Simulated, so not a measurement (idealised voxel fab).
Proc. module: voxel wiring stack
We display cut, a cross-section 205 nm in width whose square cells are each 5 nm.
The cross-sections in this document take the form of a grid made of square cells. They are written out as bands, in order from top to bottom. Each band consists of one or more rows of cells. Band entry format. Leading values: height of top, height of bottom, nm. Remainder: materials in left-to-right order, each with its width in nm. Special words: "full width" on a single material, which then fills the band edge to edge; "blank", empty space. Zero point of the height axis is 0; under it, received wafer = one material. Lowest band: continues down indefinitely, "0 -> down". A width such as "30 to 40" changes by the same amount from each row of cells to the next, from the band's top row to its bottom row. No cell of the cross-section changed in a step that is given as "remained unchanged". If an empty space has no open way to the top and is at least 8 cells in size, "Closed void catalog" lists it, written width x height at distance, where distance is measured from the left edge and every value is in nm. On each step's line, the part that comes after the settings is the simulator's own comment on the step. overlay nm: on a step with a mask, how far right of its planned place the mask lay; negative means left.
[This section lists the process steps that were planned]
- 1: RECEIVE [material Si]
- 2: CONFORMAL_DEP [material SiO2] [thk nm 10]
- 3: DIRECTIONAL_DEP [material TiN] [thk nm 5]
- 4: DIRECTIONAL_DEP [material Ru] [thk nm 15]
- 5: DIRECTIONAL_DEP [material aC] [thk nm 15]
- 6: PATTERN [tone cover] [mask id METAL_1] [material resist] [width nm 30] [pitch nm 60] [thk nm 35] [overlay nm 0]
- 7: DIRECTIONAL_ETCH [etch materials aC] [depth nm 15]
- 8: STRIP [etch materials resist]
- 9: DIRECTIONAL_ETCH [etch materials Ru] [depth nm 15]
- 10: DIRECTIONAL_ETCH [etch materials TiN] [depth nm 5]
- 11: STRIP [etch materials aC]
- 12: FILL_DEP [material lowk] [thk nm 5]
- 13: CMP [height nm 30]
- 14: CONFORMAL_DEP [material SiCN] [thk nm 5]
- 15: DIRECTIONAL_DEP [material lowk] [thk nm 25]
- 16: PATTERN [tone open] [mask id METAL_2] [material resist] [width nm 30] [pitch nm 60] [thk nm 20] [overlay nm 0]
- 17: DIRECTIONAL_ETCH [etch materials lowk] [depth nm 15]
- 18: STRIP [etch materials resist]
- 19: PATTERN [tone open] [mask id METAL_2_HOLES] [material resist] [width nm 15] [pitch nm 60] [thk nm 20] [overlay nm 0]
- 20: DIRECTIONAL_ETCH [etch materials lowk] [depth nm 10]
- 21: DIRECTIONAL_ETCH [etch materials SiCN] [depth nm 5]
- 22: STRIP [etch materials resist]
- 23: CONFORMAL_DEP [material TiN] [thk nm 5]
- 24: FILL_DEP [material Ru] [thk nm 5]
- 25: CMP [height nm 60]
- 26: CONFORMAL_DEP [material SiCN] [thk nm 5]
- 27: DIRECTIONAL_DEP [material SiO2] [thk nm 10]
- 28: PATTERN [tone open] [mask id PLUG_2] [material resist] [width nm 15] [pitch nm 60] [thk nm 20] [overlay nm 0]
- 29: DIRECTIONAL_ETCH [etch materials SiO2] [depth nm 10]
- 30: DIRECTIONAL_ETCH [etch materials SiCN] [depth nm 5]
- 31: STRIP [etch materials resist]
- 32: CONFORMAL_DEP [material TiN] [thk nm 5]
- 33: FILL_DEP [material W] [thk nm 5]
- 34: CMP [height nm 75]
- 35: CONFORMAL_DEP [material SiN] [thk nm 5]
- 36: DIRECTIONAL_DEP [material lowk] [thk nm 20]
- 37: DIRECTIONAL_DEP [material aC] [thk nm 15]
- 38: PATTERN [tone open] [mask id METAL_3] [material resist] [width nm 30] [pitch nm 60] [thk nm 30] [overlay nm 0]
- 39: DIRECTIONAL_ETCH [etch materials aC] [depth nm 15]
- 40: STRIP [etch materials resist]
- 41: DIRECTIONAL_ETCH [etch materials lowk] [depth nm 20]
- 42: DIRECTIONAL_ETCH [etch materials SiN] [depth nm 5]
- 43: STRIP [etch materials aC]
- 44: CONFORMAL_DEP [material TiN] [thk nm 5]
- 45: FILL_DEP [material Ru] [thk nm 5]
- 46: CMP [height nm 100]
- 47: CONFORMAL_DEP [material SiN] [thk nm 5]
[Wafer cross-section on receipt, i.e. after step 1]
* 0 -> down  Si full width
* Closed void catalog: none
[Below is the wafer in cross-section after the module was completed. It began from the starting point shown above and followed the plan shown above, except that one mistake was made while running it]
* 105 -> 100  SiN full width
* 100 -> 80  lowk (55) / TiN (5) / Ru (20) / TiN (5) / lowk (30) / TiN (5) / Ru (20) / TiN (5) / lowk (60)
* 80 -> 75  SiN (55) / TiN (30) / SiN (30) / TiN (30) / SiN (60)
* 75 -> 65  SiO2 (55) / TiN (5) / W (5) / TiN (5) / SiO2 (45) / TiN (5) / W (5) / TiN (5) / SiO2 (75)
* 65 -> 55  SiCN (55) / TiN (15) / SiCN (45) / TiN (15) / SiCN (75)
* 55 -> 30  lowk full width
* 30 -> 15  lowk (55) / Ru (30) / lowk (30) / Ru (30) / lowk (60)
* 15 -> 10  lowk (55) / TiN (30) / lowk (30) / TiN (30) / lowk (60)
* 10 -> 0  SiO2 full width
* 0 -> down  Si full width
* Closed void catalog: none
Nonconformance to the process plan: steps 14 and 15 traded places in the executed sequence
